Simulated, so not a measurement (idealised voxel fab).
process module | voxel double patterning
cross-section cut | 180 nm wide | cells 5 nm
A cross-section is a grid of square cells, given in bands from the top down. A band is one or more rows of cells.
Each band's line starts with the height of the band's top and of its bottom, in nm. Then come its materials from left to right, each with its width in nm. One material with "throughout" fills the band from edge to edge. "air" is empty space.
Height 0 is the level under which the wafer as received is all one material. The lowest band goes on downwards, as in "0 down".
A width such as "30 to 40" changes by the same amount from each row of cells to the next, from the band's top row to its bottom row.
"no change" after a step means that no cell of the cross-section changed.
closed voids: empty space of 8 cells or more with no open way to the top, each as width x height at its distance from the left edge, in nm
after a step's settings: what the simulator itself notes on the step
overlay nm, on a step with a mask: how far to the right of its planned place the mask lay; to the left if negative
plan
1 op RECEIVE | material Si
2 op CONFORMAL_DEP | material SiO2 | thk nm 10
3 op DIRECTIONAL_DEP | material polySi | thk nm 5
4 op DIRECTIONAL_DEP | material SiCN | thk nm 5
5 op MASKED_ETCH | tone open | mask id FIRST | width nm 15 | pitch nm 50 | etch materials SiCN | depth nm 5 | overlay nm 0
6 op MASKED_ETCH | tone open | mask id SECOND | width nm 15 | etch materials SiCN | depth nm 5 | overlay nm 0
7 op DIRECTIONAL_ETCH | etch materials polySi | depth nm 10
8 op STRIP | etch materials SiCN
varied across the wafers: thk nm of step 3. The plan shows the first wafer's value. All wafers start alike
first wafer as received, after step 1
  0 down: Si throughout
  closed voids: none
each wafer at the end: cells of each material gained (+) or lost (-) since it was received, then its closed voids
thk nm 5 | +72 SiO2 | +27 polySi | closed voids: none
thk nm 10 | +72 SiO2 | +54 polySi | closed voids: none
thk nm 15 | +72 SiO2 | +90 polySi | closed voids: none
thk nm 20 | +72 SiO2 | +126 polySi | closed voids: none
thk nm 25 | +72 SiO2 | +162 polySi | closed voids: none
